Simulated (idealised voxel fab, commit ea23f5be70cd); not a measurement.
process module | voxel lift off
cross-section cut | 205 nm wide | cells 5 nm
A cross-section is a grid of square cells, given in bands from the top down. A band is one or more rows of cells.
Each band's line starts with the height of the band's top and of its bottom, in nm. Then come its materials from left to right, each with its width in nm. One material with "throughout" fills the band from edge to edge. "air" is empty space.
Height 0 is the level under which the wafer as received is all one material. The lowest band goes on downwards, as in "0 down".
A width such as "30 to 40" changes by the same amount from each row of cells to the next, from the band's top row to its bottom row.
"no change" after a step means that no cell of the cross-section changed.
closed voids: empty space of 8 cells or more with no open way to the top, each as width x height at its distance from the left edge, in nm
after a step's settings: what the simulator itself notes on the step
overlay nm, on a step with a mask: how far to the right of its planned place the mask lay; to the left if negative
plan
1 op RECEIVE | material Si
2 op CONFORMAL_DEP | material Al2O3 | thk nm 15
3 op PATTERN | tone open | mask id LINES | material resist | width nm 25 | pitch nm 50 | thk nm 20 | overlay nm 0
4 op DIRECTIONAL_DEP | material Ru | thk nm 5
5 op STRIP | etch materials resist
6 op CONFORMAL_DEP | material SiN | thk nm 10
first wafer, as planned
as received, after step 1
  0 down: Si throughout
  closed voids: none
after step 2
  15 to 0: Al2O3 throughout
  below 0: unchanged
after step 3
  35 to 15: resist 65 | air 25 | resist 25 | air 25 | resist 65
  below 15: unchanged
after step 4
  40 to 35: Ru 65 | air 25 | Ru 25 | air 25 | Ru 65
  35 to 20: resist 65 | air 25 | resist 25 | air 25 | resist 65
  20 to 15: resist 65 | Ru 25 | resist 25 | Ru 25 | resist 65
  below 15: unchanged
after step 5
  20 to 15: air 65 | Ru 25 | air 25 | Ru 25 | air 65
  below 15: unchanged
after step 6
  30 to 25: air 55 | SiN 45 | air 5 | SiN 45 | air 55
  25 to 20: SiN throughout
  20 to 15: SiN 65 | Ru 25 | SiN 25 | Ru 25 | SiN 65
  below 15: unchanged
second wafer: like start, like plan, one mistake. Through step 2 it matches the first wafer
when step 3 should have ended
  35 to 15: resist 60 | air 25 | resist 25 | air 25 | resist 70
  below 15: unchanged
when step 4 should have ended
  40 to 35: Ru 60 | air 25 | Ru 25 | air 25 | Ru 70
  35 to 20: resist 60 | air 25 | resist 25 | air 25 | resist 70
  20 to 15: resist 60 | Ru 25 | resist 25 | Ru 25 | resist 70
  below 15: unchanged
when step 5 should have ended
  20 to 15: air 60 | Ru 25 | air 25 | Ru 25 | air 70
  below 15: unchanged
when step 6 should have ended
  30 to 25: air 50 | SiN 45 | air 5 | SiN 45 | air 60
  25 to 20: SiN throughout
  20 to 15: SiN 60 | Ru 25 | SiN 25 | Ru 25 | SiN 70
  below 15: unchanged
what went wrong: step 3 ran as: op PATTERN | tone open | mask id LINES | material resist | width nm 25 | pitch nm 50 | thk nm 20 | overlay nm -5
at the end the second wafer has, in cells: as many of each material as the first, in other places
